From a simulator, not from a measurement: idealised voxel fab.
Process module, titled voxel spacer lines
For reference, the cross-section in this document is cut, with width 230 nm and square cells of 5 nm.
A cross-section is a grid of square cells, given in bands from the top down. A band is one or more rows of cells.
Heads up on the band format: heights come first, top then bottom, in nm. After that it's the materials left to right, each with its width in nm. A single material flagged "everywhere" fills the whole band edge to edge, and "blank" means there's empty space there.
Zero point of the height axis is 0; under it, received wafer = one material. Lowest band: continues down indefinitely, "z 0 and below".
A two-number width, for instance "30..40", indicates that the width is equal to the first number in the top row of the band and to the second number in the bottom row, and that it changes by a constant amount per row of cells.
It should be understood that the words "everything unchanged", when stated for a given step, signify that the cross-section underwent no change in any of its cells during that step.
"Closed void catalog" means: voids of 8 cells or more that are shut off from the top with no open way through. Written width x height at distance, distance from the left edge, in nm.
What comes after the settings on a step's line is commentary from the simulator itself on that step.
A step's line can hold "overlay nm"; with a mask on that step, the setting says how far right of the planned place the mask lay, while a negative setting says it lay to the left.

PROCESS STEPS FORESEEN IN THE PLAN
step 1: op RECEIVE | material Si
step 2: op CONFORMAL_DEP | material Al2O3 | thk nm 5
step 3: op DIRECTIONAL_DEP | material SiN | thk nm 15
step 4: op DIRECTIONAL_DEP | material aC | thk nm 25
step 5: op PATTERN | tone cover | mask id MANDREL | material resist | width nm 25 | pitch nm 80 | thk nm 30 | overlay nm 0
step 6: op DIRECTIONAL_ETCH | etch materials aC | depth nm 25
step 7: op STRIP | etch materials resist
step 8: op CONFORMAL_DEP | material SiO2 | thk nm 15
step 9: op DIRECTIONAL_ETCH | etch materials SiO2 | depth nm 15
step 10: op STRIP | etch materials aC
step 11: op DIRECTIONAL_ETCH | etch materials SiN | depth nm 15
step 12: op STRIP | etch materials SiO2

AS-RECEIVED WAFER CROSS-SECTION (AFTER STEP 1)
- z 0 and below  Si everywhere
- Closed void catalog: none

A WAFER AT THE END: THIS START, THIS PLAN, ONE MISTAKE
- z 20 to 5  blank=60  SiN=25  blank=55  SiN=25  blank=65
- z 5 to 0  Al2O3 everywhere
- z 0 and below  Si everywhere
- Closed void catalog: none
The plan and the run diverged here: step 5 off recipe, ran as op PATTERN | tone open | mask id MANDREL | material resist | width nm 25 | pitch nm 80 | thk nm 30 | overlay nm 0
